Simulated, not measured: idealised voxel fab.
The document below concerns the process module designated voxel gate over fins.
Square cells of 5 nm make up the cross-section cut, whose width is 260 nm.
Throughout this document, each cross-section is represented as a grid of square cells and is presented as a sequence of bands enumerated from the top downward, where a band comprises one or more rows of cells.
Top height, bottom height, nm. Materials left to right, width each, nm. Single material + "all across" = fills band edge to edge. "blank" = empty.
Heads up on the height convention: 0 is the point under which the incoming wafer is all one material, and the lowest band has no bottom, it just keeps going down, like "top 0, no bottom".
Top row gets the first number, bottom row gets the second, and each row in between changes by the same step: that is how a band width like "30 to 40" works.
"no alteration" for a step: no cell of the cross-section changed in that step.
Listed in "Fully closed voids": every empty space of 8 or more cells without an open way to the top. Form: width x height at distance, the distance being from the left edge, all in nm.
The remark found on a step's line after its settings is issued by the simulator itself and pertains to that step.
The setting "overlay nm" may be written on the line of a step. When the step uses a mask, the value reports how far to the right of the planned place the mask lay, and a negative value reports that it lay to the left.
-- Process steps (planned)
- 1: RECEIVE with material Si
- 2: CONFORMAL_DEP with material SiN, thk nm 10
- 3: DIRECTIONAL_DEP with material aC, thk nm 10
- 4: PATTERN with tone cover, mask id FINS, material resist, width nm 15, pitch nm 40, thk nm 30, overlay nm 0
- 5: DIRECTIONAL_ETCH with etch materials aC, depth nm 10
- 6: STRIP with etch materials resist
- 7: DIRECTIONAL_ETCH with etch materials SiN, depth nm 10
- 8: DIRECTIONAL_ETCH with etch materials Si, depth nm 30
- 9: STRIP with etch materials aC
- 10: FILL_DEP with material SiO2, thk nm 5
- 11: CMP with height nm 10
- 12: SELECTIVE_ETCH with etch materials SiO2, depth nm 25
- 13: STRIP with etch materials SiN
- 14: CONFORMAL_DEP with material HfO2, thk nm 5
- 15: CONFORMAL_DEP with material TiN, thk nm 5
- 16: CONFORMAL_DEP with material TiAl, thk nm 5
- 17: CONFORMAL_DEP with material TiN, thk nm 5
- 18: FILL_DEP with material W, thk nm 10
- 19: CMP with height nm 25
- 20: CONFORMAL_DEP with material SiCN, thk nm 10
-- The first of a set of two wafers, run to plan
-- Wafer cross-section on receipt, i.e. after step 1
top 0, no bottom | Si all across
Fully closed voids: none
-- Cross-section of the wafer after step 2
top 10, bottom 0 | SiN all across
Note: structure below 0 unchanged.
-- Cross-section of the wafer after step 3
top 20, bottom 10 | aC all across
Note: structure below 10 unchanged.
-- Cross-section of the wafer after step 4
top 50, bottom 20 | blank 100 / resist 15 / blank 25 / resist 15 / blank 105
Note: structure below 20 unchanged.
-- Cross-section of the wafer after step 5
top 40, bottom 20 | blank 100 / resist 15 / blank 25 / resist 15 / blank 105
top 20, bottom 10 | blank 100 / aC 15 / blank 25 / aC 15 / blank 105
Note: structure below 10 unchanged.
-- Cross-section of the wafer after step 6
top 20, bottom 10 | blank 100 / aC 15 / blank 25 / aC 15 / blank 105
Note: structure below 10 unchanged.
-- Cross-section of the wafer after step 7
top 20, bottom 10 | blank 100 / aC 15 / blank 25 / aC 15 / blank 105
top 10, bottom 0 | blank 100 / SiN 15 / blank 25 / SiN 15 / blank 105
Note: structure below 0 unchanged.
-- Cross-section of the wafer after step 8
top 20, bottom 10 | blank 100 / aC 15 / blank 25 / aC 15 / blank 105
top 10, bottom 0 | blank 100 / SiN 15 / blank 25 / SiN 15 / blank 105
top 0, bottom -30 | blank 100 / Si 15 / blank 25 / Si 15 / blank 105
Note: structure below -30 unchanged.
-- Cross-section of the wafer after step 9
top 10, bottom 0 | blank 100 / SiN 15 / blank 25 / SiN 15 / blank 105
Note: structure below 0 unchanged.
-- Cross-section of the wafer after step 10
top 15, bottom 10 | SiO2 all across
top 10, bottom 0 | SiO2 100 / SiN 15 / SiO2 25 / SiN 15 / SiO2 105
top 0, bottom -30 | SiO2 100 / Si 15 / SiO2 25 / Si 15 / SiO2 105
Note: structure below -30 unchanged.
-- Cross-section of the wafer after step 11
top 10, bottom 0 | SiO2 100 / SiN 15 / SiO2 25 / SiN 15 / SiO2 105
Note: structure below 0 unchanged.
-- Cross-section of the wafer after step 12
top 10, bottom 0 | blank 100 / SiN 15 / blank 25 / SiN 15 / blank 105
top 0, bottom -15 | blank 100 / Si 15 / blank 25 / Si 15 / blank 105
Note: structure below -15 unchanged.
-- Cross-section of the wafer after step 13
top 0, bottom -15 | blank 100 / Si 15 / blank 25 / Si 15 / blank 105
Note: structure below -15 unchanged.
-- Cross-section of the wafer after step 14
top 5, bottom 0 | blank 95 / HfO2 25 / blank 15 / HfO2 25 / blank 100
top 0, bottom -10 | blank 95 / HfO2 5 / Si 15 / HfO2 5 / blank 15 / HfO2 5 / Si 15 / HfO2 5 / blank 100
top -10, bottom -15 | HfO2 100 / Si 15 / HfO2 25 / Si 15 / HfO2 105
Note: structure below -15 unchanged.
-- Cross-section of the wafer after step 15
top 10, bottom 5 | blank 90 / TiN 35 / blank 5 / TiN 35 / blank 95
top 5, bottom 0 | blank 90 / TiN 5 / HfO2 25 / TiN 5 / blank 5 / TiN 5 / HfO2 25 / TiN 5 / blank 95
top 0, bottom -5 | blank 90 / TiN 5 / HfO2 5 / Si 15 / HfO2 5 / TiN 5 / blank 5 / TiN 5 / HfO2 5 / Si 15 / HfO2 5 / TiN 5 / blank 95
top -5, bottom -10 | TiN 95 / HfO2 5 / Si 15 / HfO2 5 / TiN 15 / HfO2 5 / Si 15 / HfO2 5 / TiN 100
Note: structure below -10 unchanged.
-- Cross-section of the wafer after step 16
top 15, bottom 10 | blank 85 / TiAl 85 / blank 90
top 10, bottom 5 | blank 85 / TiAl 5 / TiN 35 / TiAl 5 / TiN 35 / TiAl 5 / blank 90
top 5, bottom 0 | blank 85 / TiAl 5 / TiN 5 / HfO2 25 / TiN 5 / TiAl 5 / TiN 5 / HfO2 25 / TiN 5 / TiAl 5 / blank 90
top 0, bottom -5 | TiAl 90 / TiN 5 / HfO2 5 / Si 15 / HfO2 5 / TiN 5 / TiAl 5 / TiN 5 / HfO2 5 / Si 15 / HfO2 5 / TiN 5 / TiAl 95
Note: structure below -5 unchanged.
-- Cross-section of the wafer after step 17
top 20, bottom 15 | blank 80 / TiN 95 / blank 85
top 15, bottom 10 | blank 80 / TiN 5 / TiAl 85 / TiN 5 / blank 85
top 10, bottom 5 | blank 80 / TiN 5 / TiAl 5 / TiN 35 / TiAl 5 / TiN 35 / TiAl 5 / TiN 5 / blank 85
top 5, bottom 0 | TiN 85 / TiAl 5 / TiN 5 / HfO2 25 / TiN 5 / TiAl 5 / TiN 5 / HfO2 25 / TiN 5 / TiAl 5 / TiN 90
Note: structure below 0 unchanged.
-- Cross-section of the wafer after step 18
top 30, bottom 20 | W all across
top 20, bottom 15 | W 80 / TiN 95 / W 85
top 15, bottom 10 | W 80 / TiN 5 / TiAl 85 / TiN 5 / W 85
top 10, bottom 5 | W 80 / TiN 5 / TiAl 5 / TiN 35 / TiAl 5 / TiN 35 / TiAl 5 / TiN 5 / W 85
Note: structure below 5 unchanged.
-- Cross-section of the wafer after step 19
top 25, bottom 20 | W all across
Note: structure below 20 unchanged.
-- Cross-section of the wafer after step 20
top 35, bottom 25 | SiCN all across
Note: structure below 25 unchanged.
-- Now the other wafer: same start, same recipe, but we messed up one thing when running it. Up to and including step 11 it's the same as the first one
-- Cross-section of the second wafer at the time step 12 of the plan should have ended
top 10, bottom 0 | blank 100 / SiN 15 / blank 25 / SiN 15 / blank 105
top 0, bottom -5 | blank 100 / Si 15 / blank 25 / Si 15 / blank 105
Note: structure below -5 unchanged.
-- Cross-section of the second wafer at the time step 13 of the plan should have ended
top 0, bottom -5 | blank 100 / Si 15 / blank 25 / Si 15 / blank 105
Note: structure below -5 unchanged.
-- Cross-section of the second wafer at the time step 14 of the plan should have ended
top 5, bottom 0 | blank 95 / HfO2 25 / blank 15 / HfO2 25 / blank 100
top 0, bottom -5 | HfO2 100 / Si 15 / HfO2 25 / Si 15 / HfO2 105
Note: structure below -5 unchanged.
-- Cross-section of the second wafer at the time step 15 of the plan should have ended
top 10, bottom 5 | blank 90 / TiN 35 / blank 5 / TiN 35 / blank 95
top 5, bottom 0 | TiN 95 / HfO2 25 / TiN 15 / HfO2 25 / TiN 100
Note: structure below 0 unchanged.
-- Cross-section of the second wafer at the time step 16 of the plan should have ended
top 15, bottom 10 | blank 85 / TiAl 85 / blank 90
top 10, bottom 5 | TiAl 90 / TiN 35 / TiAl 5 / TiN 35 / TiAl 95
Note: structure below 5 unchanged.
-- Cross-section of the second wafer at the time step 17 of the plan should have ended
top 20, bottom 15 | blank 80 / TiN 95 / blank 85
top 15, bottom 10 | TiN 85 / TiAl 85 / TiN 90
Note: structure below 10 unchanged.
-- Cross-section of the second wafer at the time step 18 of the plan should have ended
top 30, bottom 20 | W all across
top 20, bottom 15 | W 80 / TiN 95 / W 85
Note: structure below 15 unchanged.
-- Cross-section of the second wafer at the time step 19 of the plan should have ended
top 25, bottom 20 | W all across
Note: structure below 20 unchanged.
-- Cross-section of the second wafer at the time step 20 of the plan should have ended
top 35, bottom 25 | SiCN all across
Note: structure below 25 unchanged.
Short version of what went wrong: not per plan at step 12, really ran SELECTIVE_ETCH with etch materials SiO2, depth nm 15
Cell-count delta at end, second wafer over first, by material: HfO2 -8; SiO2 +92; TiAl -6; TiN -12; W -66
